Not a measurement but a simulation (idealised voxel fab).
process module | voxel double patterning
Section shown: cut. Width: 260 nm. Cell size: 5 nm, square.
A cross-section is written here as square cells arranged in a grid, and it is given in bands from the top down, each band taking up one or more rows of cells.
This entry defines a band. It first specifies the height of the band's top and the height of its bottom in nm, and then specifies the band's materials from left to right, stating each material with its width in nm. The word "full width" identifies a single material that fills the band from edge to edge, while the word "blank" identifies empty space.
The reference from which all heights are counted is 0, the level beneath which the as-received wafer is entirely one material; the lowest band, having no lower bound, proceeds downward and is written after the example "top 0, no bottom".
Width spec "30 to 40" -> top row of cells at first value, bottom row at second value, equal per-row change in between.
Basically "everything unchanged" means that step didn't change any cell in the cross-section.
Basically, "Cavities, sealed" tells you about the enclosed voids: empty spaces with no open way to the top, 8 cells or bigger, each written width x height at distance, where distance is from the left edge, all in nm.
What comes after the settings on a step's line is commentary from the simulator itself on that step.
overlay nm: step with mask; distance mask lay right of planned place; negative value = left of planned place.
**Set out below are the planned steps of the process**
1. RECEIVE [material Si]
2. CONFORMAL_DEP [material SiO2] [thk nm 5]
3. DIRECTIONAL_DEP [material TiN] [thk nm 15]
4. DIRECTIONAL_DEP [material SiCN] [thk nm 10]
5. MASKED_ETCH [tone open] [mask id FIRST] [width nm 15] [pitch nm 50] [etch materials SiCN] [depth nm 10] [overlay nm 0]
6. MASKED_ETCH [tone open] [mask id SECOND] [width nm 15] [pitch nm 50] [etch materials SiCN] [depth nm 10] [overlay nm 0]
7. DIRECTIONAL_ETCH [etch materials TiN] [depth nm 15]
8. STRIP [etch materials SiCN]
**The cross-section here shows the wafer as received, i.e. in its state after step 1**
	top 0, no bottom  Si full width
	Cavities, sealed: none
**End-of-module cross-section of the first of two wafers, processed as planned**
	top 20, bottom 5  70 nm TiN  15 nm blank  10 nm TiN  15 nm blank  10 nm TiN  15 nm blank  10 nm TiN  15 nm blank  10 nm TiN  15 nm blank  75 nm TiN
	top 5, bottom 0  SiO2 full width
	top 0, no bottom  Si full width
	Cavities, sealed: none
**Here's the second of our two wafers sectioned at module end. Same start as the first, same plan, but one mistake got made running it**
	top 20, bottom 5  70 nm blank  15 nm TiN  35 nm blank  15 nm TiN  35 nm blank  15 nm TiN  75 nm blank
	top 5, bottom 0  SiO2 full width
	top 0, no bottom  Si full width
	Cavities, sealed: none
In executing the process, a mistake was made relative to the plan: so step 5 ended up running with a different setting than we planned, it ran as MASKED_ETCH [tone cover] [mask id FIRST] [width nm 15] [pitch nm 50] [etch materials SiCN] [depth nm 10] [overlay nm 0]
End of process, cell counts, second wafer against first, materials with more or fewer: -84 TiN
